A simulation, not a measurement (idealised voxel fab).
process module | voxel transistor to metal
cross-section cut | 300 nm wide | cells 5 nm
A cross-section is a grid of square cells, given in bands from the top down. A band is one or more rows of cells.
Each band's line starts with the height of the band's top and of its bottom, in nm. Then come its materials from left to right, each with its width in nm. One material with "throughout" fills the band from edge to edge. "air" is empty space.
Height 0 is the level under which the wafer as received is all one material. The lowest band goes on downwards, as in "0 down".
A width such as "30 to 40" changes by the same amount from each row of cells to the next, from the band's top row to its bottom row.
"no change" after a step means that no cell of the cross-section changed.
closed voids: empty space of 8 cells or more with no open way to the top, each as width x height at its distance from the left edge, in nm
after a step's settings: what the simulator itself notes on the step
overlay nm, on a step with a mask: how far to the right of its planned place the mask lay; to the left if negative
plan
1 op RECEIVE | material Si
2 op OXIDIZE | depth nm 5
3 op CONFORMAL_DEP | material SiN | thk nm 10
4 op MASKED_ETCH | tone cover | mask id ACTIVE | width nm 115 | pitch nm 140 | etch materials SiN | depth nm 10 | overlay nm 0
5 op MASKED_ETCH | tone cover | mask id ACTIVE | width nm 115 | pitch nm 140 | etch materials SiO2 | depth nm 5 | overlay nm 0
6 op MASKED_ETCH | tone cover | mask id ACTIVE | width nm 115 | pitch nm 140 | etch materials Si | depth nm 35 | overlay nm 0
7 op OXIDIZE | depth nm 5
8 op FILL_DEP | material SiO2 | thk nm 5
9 op CMP | height nm 10
10 op SELECTIVE_ETCH | etch materials SiO2 | depth nm 10
11 op STRIP | etch materials SiN
12 op SELECTIVE_ETCH | etch materials SiO2 | depth nm 5
13 op OXIDIZE | depth nm 5
14 op DIRECTIONAL_DEP | material polySi | thk nm 30
15 op DIRECTIONAL_DEP | material SiCN | thk nm 15
16 op PATTERN | tone cover | mask id GATE | material resist | width nm 35 | pitch nm 140 | thk nm 15 | overlay nm 0
17 op DIRECTIONAL_ETCH | etch materials SiCN | depth nm 25
18 op DIRECTIONAL_ETCH | etch materials polySi | depth nm 40
19 op STRIP | etch materials resist
20 op CONFORMAL_DEP | material SiO2 | thk nm 5
21 op DIRECTIONAL_ETCH | etch materials SiO2 | depth nm 5
22 op CONFORMAL_DEP | material SiN | thk nm 10
23 op DIRECTIONAL_ETCH | etch materials SiN | depth nm 10
24 op DIRECTIONAL_ETCH | etch materials SiO2 | depth nm 5
25 op DIRECTIONAL_ETCH | etch materials Si | depth nm 10
26 op EPI | material nSi | thk nm 10
27 op FILL_DEP | material SiO2 | thk nm 10
28 op CMP | height nm 25
29 op STRIP | etch materials polySi
30 op SELECTIVE_ETCH | etch materials SiO2 | depth nm 5
31 op CONFORMAL_DEP | material HfO2 | thk nm 5
32 op CONFORMAL_DEP | material TiN | thk nm 5
33 op FILL_DEP | material W | thk nm 10
34 op CMP | height nm 20
35 op DIRECTIONAL_DEP | material SiO2 | thk nm 15
36 op DIRECTIONAL_DEP | material aC | thk nm 15
37 op PATTERN | tone open | mask id CONTACT | material resist | width nm 20 | thk nm 30 | overlay nm 0
38 op DIRECTIONAL_ETCH | etch materials aC | depth nm 15
39 op STRIP | etch materials resist
40 op DIRECTIONAL_ETCH | etch materials SiO2 | depth nm 45
41 op STRIP | etch materials aC
42 op CONFORMAL_DEP | material TiN | thk nm 5
43 op FILL_DEP | material W | thk nm 5
44 op CMP | height nm 35
45 op DIRECTIONAL_DEP | material TiN | thk nm 5
46 op DIRECTIONAL_DEP | material W | thk nm 20
47 op DIRECTIONAL_DEP | material aC | thk nm 10
48 op PATTERN | tone cover | mask id METAL_1 | material resist | width nm 20 | thk nm 25 | overlay nm 0
49 op DIRECTIONAL_ETCH | etch materials aC | depth nm 10
50 op STRIP | etch materials resist
51 op DIRECTIONAL_ETCH | etch materials W | depth nm 20
52 op DIRECTIONAL_ETCH | etch materials TiN | depth nm 5
53 op STRIP | etch materials aC
54 op FILL_DEP | material lowk | thk nm 10
55 op CMP | height nm 60
56 op CONFORMAL_DEP | material SiN | thk nm 5
as received, after step 1
  0 down: Si throughout
  closed voids: none
first wafer at the end, as planned
  65 to 60: SiN throughout
  60 to 40: lowk 25 | W 20 | lowk 65 | W 20 | lowk 35 | W 20 | lowk 65 | W 20 | lowk 30
  40 to 35: lowk 25 | TiN 20 | lowk 65 | TiN 20 | lowk 35 | TiN 20 | lowk 65 | TiN 20 | lowk 30
  35 to 20: SiO2 25 | TiN 5 | W 10 | TiN 5 | SiO2 65 | TiN 5 | W 10 | TiN 5 | SiO2 35 | TiN 5 | W 10 | TiN 5 | SiO2 65 | TiN 5 | W 10 | TiN 5 | SiO2 30
  20 to 5: SiO2 25 | TiN 5 | W 10 | TiN 5 | SiN 10 | HfO2 5 | TiN 5 | W 25 | TiN 5 | HfO2 5 | SiN 10 | TiN 5 | W 10 | TiN 5 | SiO2 35 | TiN 5 | W 10 | TiN 5 | SiN 10 | HfO2 5 | TiN 5 | W 25 | TiN 5 | HfO2 5 | SiN 10 | TiN 5 | W 10 | TiN 5 | SiO2 30
  5 to 0: SiO2 25 | TiN 20 | SiN 10 | HfO2 5 | TiN 5 | W 25 | TiN 5 | HfO2 5 | SiN 10 | TiN 20 | SiO2 35 | TiN 20 | SiN 10 | HfO2 5 | TiN 5 | W 25 | TiN 5 | HfO2 5 | SiN 10 | TiN 20 | SiO2 30
  0 to -5: SiO2 25 | TiN 10 | nSi 10 | SiN 10 | HfO2 5 | TiN 35 | HfO2 5 | SiN 10 | nSi 10 | TiN 10 | SiO2 35 | TiN 10 | nSi 10 | SiN 10 | HfO2 5 | TiN 35 | HfO2 5 | SiN 10 | nSi 10 | TiN 10 | SiO2 30
  -5 to -10: SiO2 25 | TiN 10 | nSi 10 | SiO2 10 | HfO2 45 | SiO2 10 | nSi 10 | TiN 10 | SiO2 35 | TiN 10 | nSi 10 | SiO2 10 | HfO2 45 | SiO2 10 | nSi 10 | TiN 10 | SiO2 30
  -10 to -20: SiO2 25 | nSi 20 | Si 65 | nSi 20 | SiO2 35 | nSi 20 | Si 65 | nSi 20 | SiO2 30
  -20 to -45: SiO2 25 | Si 105 | SiO2 35 | Si 105 | SiO2 30
  -45 down: Si throughout
  closed voids: none
second wafer at the end: like start, like plan, one mistake
  65 to 60: SiN throughout
  60 to 40: lowk 25 | W 20 | lowk 65 | W 20 | lowk 35 | W 20 | lowk 65 | W 20 | lowk 30
  40 to 35: lowk 25 | TiN 20 | lowk 65 | TiN 20 | lowk 35 | TiN 20 | lowk 65 | TiN 20 | lowk 30
  35 to 20: SiO2 25 | TiN 5 | W 10 | TiN 5 | SiO2 65 | TiN 5 | W 10 | TiN 5 | SiO2 35 | TiN 5 | W 10 | TiN 5 | SiO2 65 | TiN 5 | W 10 | TiN 5 | SiO2 30
  20 to 5: SiO2 25 | TiN 5 | W 10 | TiN 5 | SiO2 5 | SiN 10 | HfO2 5 | TiN 5 | W 15 | TiN 5 | HfO2 5 | SiN 10 | SiO2 5 | TiN 5 | W 10 | TiN 5 | SiO2 35 | TiN 5 | W 10 | TiN 5 | SiO2 5 | SiN 10 | HfO2 5 | TiN 5 | W 15 | TiN 5 | HfO2 5 | SiN 10 | SiO2 5 | TiN 5 | W 10 | TiN 5 | SiO2 30
  5 to 0: SiO2 25 | TiN 5 | W 5 | TiN 10 | SiO2 5 | SiN 10 | HfO2 5 | TiN 5 | W 15 | TiN 5 | HfO2 5 | SiN 10 | SiO2 5 | TiN 10 | W 5 | TiN 5 | SiO2 35 | TiN 5 | W 5 | TiN 10 | SiO2 5 | SiN 10 | HfO2 5 | TiN 5 | W 15 | TiN 5 | HfO2 5 | SiN 10 | SiO2 5 | TiN 10 | W 5 | TiN 5 | SiO2 30
  0 to -5: SiO2 25 | TiN 5 | W 5 | TiN 5 | nSi 10 | SiN 10 | HfO2 5 | TiN 25 | HfO2 5 | SiN 10 | nSi 10 | TiN 5 | W 5 | TiN 5 | SiO2 35 | TiN 5 | W 5 | TiN 5 | nSi 10 | SiN 10 | HfO2 5 | TiN 25 | HfO2 5 | SiN 10 | nSi 10 | TiN 5 | W 5 | TiN 5 | SiO2 30
  -5 to -10: SiO2 25 | TiN 15 | nSi 10 | SiN 10 | HfO2 35 | SiN 10 | nSi 10 | TiN 15 | SiO2 35 | TiN 15 | nSi 10 | SiN 10 | HfO2 35 | SiN 10 | nSi 10 | TiN 15 | SiO2 30
  -10 to -20: SiO2 20 to 25 | nSi 30 to 25 | Si 55 | nSi 30 to 25 | SiO2 25 to 35 | nSi 30 to 25 | Si 55 | nSi 30 to 25 | SiO2 25 to 30
  -20 to -45: SiO2 25 | Si 105 | SiO2 35 | Si 105 | SiO2 30
  -45 down: Si throughout
  closed voids: none
what went wrong: step 20 was left out
at the end the second wafer has, in cells: 4 fewer of HfO2 | 8 fewer of Si | 8 more of SiN | 4 more of SiO2 | 4 fewer of TiN | 8 fewer of W | 12 more of nSi
